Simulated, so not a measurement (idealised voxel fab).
process module | voxel gate over fins
Cross-section cut: width 265 nm, square cells of 5 nm.
Cross-section format: a grid of square cells, given as bands from top to bottom; each band is one or more rows of cells. This entry defines a band. It first specifies the height of the band's top and the height of its bottom in nm, and then specifies the band's materials from left to right, stating each material with its width in nm. The word "everywhere" identifies a single material that fills the band from edge to edge, while the word "air" identifies empty space. Heads up on the height convention: 0 is the point under which the incoming wafer is all one material, and the lowest band has no bottom, it just keeps going down, like "0 nm and below". When a width is written as two numbers, as in "30..40", the first number is the width in the top row of cells of the band and the second is the width in its bottom row, and the width changes by the same amount from each row to the next. Basically "remained unchanged" means that step didn't change any cell in the cross-section. Any empty space of 8 cells or more lacking an open way to the top shows up in "Voids, sealed" as width x height at distance, distance from the left edge, in nm. It should be noted that, on the line of a given step, the content following the step's settings is a remark produced by the simulator itself with respect to that step. "overlay nm" answers the question of how far to the right of plan the mask lay on a step that has a mask, and when it is negative the answer is to the left.

Process steps - plan
step 1: RECEIVE [material Si]
step 2: CONFORMAL_DEP [material SiN] [thk nm 10]
step 3: MASKED_ETCH [tone cover] [mask id FINS] [width nm 15] [pitch nm 60] [etch materials SiN] [depth nm 10] [overlay nm -15]
step 4: MASKED_ETCH [tone cover] [mask id FINS] [width nm 15] [pitch nm 60] [etch materials Si] [depth nm 40] [overlay nm 0]
step 5: OXIDIZE [depth nm 5]
step 6: FILL_DEP [material SiO2] [thk nm 5]
step 7: CMP [height nm 10]
step 8: MASKED_ETCH [tone open] [mask id RAIL] [width nm 15] [etch materials SiO2] [depth nm 45] [overlay nm 0]
step 9: CONFORMAL_DEP [material TiN] [thk nm 5]
step 10: FILL_DEP [material Ru] [thk nm 10]
step 11: CMP [height nm 10]
step 12: SELECTIVE_ETCH [etch materials W Ru TiN] [depth nm 30]
step 13: FILL_DEP [material SiO2] [thk nm 5]
step 14: CMP [height nm 10]
step 15: SELECTIVE_ETCH [etch materials SiO2] [depth nm 20]
step 16: STRIP [etch materials SiN]
step 17: CONFORMAL_DEP [material HfO2] [thk nm 5]
step 18: CONFORMAL_DEP [material TiN] [thk nm 5]
step 19: CONFORMAL_DEP [material TiAl] [thk nm 5]
step 20: CONFORMAL_DEP [material TiN] [thk nm 5]
step 21: FILL_DEP [material W] [thk nm 10]
step 22: CMP [height nm 25]
step 23: CONFORMAL_DEP [material SiCN] [thk nm 10]
What sets these wafers apart? The overlay nm at step 3. They all start alike, and the plan carries the first wafer's value.

Sectional view: first of several wafers, as received, after step 1
  0 nm and below | Si everywhere
  Voids, sealed: none

Depicted here is the first of several wafers in cross-section, at module completion following the last step, step 23
  35 nm to 25 nm | SiCN everywhere
  25 nm to 20 nm | W everywhere
  20 nm to 15 nm | W=5  TiN=45  W=15  TiN=45  W=15  TiN=45  W=15  TiN=45  W=35
  15 nm to 10 nm | W=5  TiN=5  TiAl=35  TiN=25  TiAl=35  TiN=25  TiAl=35  TiN=25  TiAl=35  TiN=20  W=20
  10 nm to 5 nm | TiN=10  TiAl=5  TiN=25  TiAl=20  TiN=10  TiAl=5  TiN=25  TiAl=20  TiN=10  TiAl=5  TiN=25  TiAl=20  TiN=10  TiAl=5  TiN=25  TiAl=20  TiN=25
  5 nm to 0 nm | TiAl=15  TiN=5  HfO2=15  TiN=20  TiAl=20  TiN=5  HfO2=15  TiN=20  TiAl=20  TiN=5  HfO2=15  TiN=20  TiAl=20  TiN=5  HfO2=15  TiN=20  TiAl=30
  0 nm to -5 nm | TiN=20  HfO2=5  Si=5  HfO2=20  TiN=30  HfO2=5  Si=5  HfO2=20  TiN=30  HfO2=5  Si=5  HfO2=20  TiN=30  HfO2=5  Si=5  HfO2=20  TiN=35
  -5 nm to -10 nm | HfO2=25  Si=20  HfO2=40  Si=20  HfO2=40  Si=20  HfO2=40  Si=20  HfO2=40
  -10 nm to -20 nm | SiO2=25  Si=20  SiO2=40  Si=20  SiO2=40  Si=20  SiO2=40  Si=20  SiO2=40
  -20 nm to -30 nm | SiO2=25  Si=20  SiO2=20  TiN=5  Ru=5  TiN=5  SiO2=5  Si=20  SiO2=40  Si=20  SiO2=40  Si=20  SiO2=40
  -30 nm to -35 nm | SiO2=25  Si=20  SiO2=20  TiN=15  SiO2=5  Si=20  SiO2=40  Si=20  SiO2=40  Si=20  SiO2=40
  -35 nm to -45 nm | SiO2=25  Si=20  SiO2=40  Si=20  SiO2=40  Si=20  SiO2=40  Si=20  SiO2=40
  -45 nm and below | Si everywhere
  Voids, sealed: none

Cross-section at module completion, last wafer
  35 nm to 25 nm | SiCN everywhere
  25 nm to 20 nm | W everywhere
  20 nm to 15 nm | W=35  TiN=45  W=15  TiN=45  W=15  TiN=45  W=15  TiN=45  W=5
  15 nm to 10 nm | W=20  TiN=20  TiAl=35  TiN=25  TiAl=35  TiN=25  TiAl=35  TiN=25  TiAl=35  TiN=5  W=5
  10 nm to 5 nm | TiN=25  TiAl=20  TiN=25  TiAl=5  TiN=10  TiAl=20  TiN=25  TiAl=5  TiN=10  TiAl=20  TiN=25  TiAl=5  TiN=10  TiAl=20  TiN=25  TiAl=5  TiN=10
  5 nm to 0 nm | TiAl=30  TiN=20  HfO2=15  TiN=5  TiAl=20  TiN=20  HfO2=15  TiN=5  TiAl=20  TiN=20  HfO2=15  TiN=5  TiAl=20  TiN=20  HfO2=15  TiN=5  TiAl=15
  0 nm to -5 nm | TiN=35  HfO2=20  Si=5  HfO2=5  TiN=30  HfO2=20  Si=5  HfO2=5  TiN=30  HfO2=20  Si=5  HfO2=5  TiN=30  HfO2=20  Si=5  HfO2=5  TiN=20
  -5 nm to -10 nm | HfO2=40  Si=20  HfO2=40  Si=20  HfO2=40  Si=20  HfO2=40  Si=20  HfO2=25
  -10 nm to -20 nm | SiO2=40  Si=20  SiO2=40  Si=20  SiO2=40  Si=20  SiO2=40  Si=20  SiO2=25
  -20 nm to -30 nm | SiO2=40  Si=20  SiO2=5  TiN=5  Ru=5  TiN=5  SiO2=20  Si=20  SiO2=40  Si=20  SiO2=40  Si=20  SiO2=25
  -30 nm to -35 nm | SiO2=40  Si=20  SiO2=5  TiN=15  SiO2=20  Si=20  SiO2=40  Si=20  SiO2=40  Si=20  SiO2=25
  -35 nm to -45 nm | SiO2=40  Si=20  SiO2=40  Si=20  SiO2=40  Si=20  SiO2=40  Si=20  SiO2=25
  -45 nm and below | Si everywhere
  Voids, sealed: none

Rows = wafers. At module end, each row lists per material the cells gained (+) or lost (-) since the wafer was received, then the closed voids
overlay nm -15 | +69 HfO2 | +2 Ru | -345 Si | +106 SiCN | +250 SiO2 | +69 TiAl | +145 TiN | +75 W | Voids, sealed: none
overlay nm -10 | +69 HfO2 | +2 Ru | -377 Si | +106 SiCN | +278 SiO2 | +69 TiAl | +145 TiN | +79 W | Voids, sealed: none
overlay nm -5 | +69 HfO2 | +2 Ru | -409 Si | +106 SiCN | +306 SiO2 | +69 TiAl | +145 TiN | +83 W | Voids, sealed: none
overlay nm 0 | +69 HfO2 | +2 Ru | -441 Si | +106 SiCN | +334 SiO2 | +69 TiAl | +145 TiN | +87 W | Voids, sealed: none
overlay nm 5 | +69 HfO2 | +2 Ru | -409 Si | +106 SiCN | +306 SiO2 | +69 TiAl | +145 TiN | +83 W | Voids, sealed: none
overlay nm 10 | +69 HfO2 | +2 Ru | -377 Si | +106 SiCN | +278 SiO2 | +69 TiAl | +145 TiN | +79 W | Voids, sealed: none
overlay nm 15 | +69 HfO2 | +2 Ru | -345 Si | +106 SiCN | +250 SiO2 | +69 TiAl | +145 TiN | +75 W | Voids, sealed: none
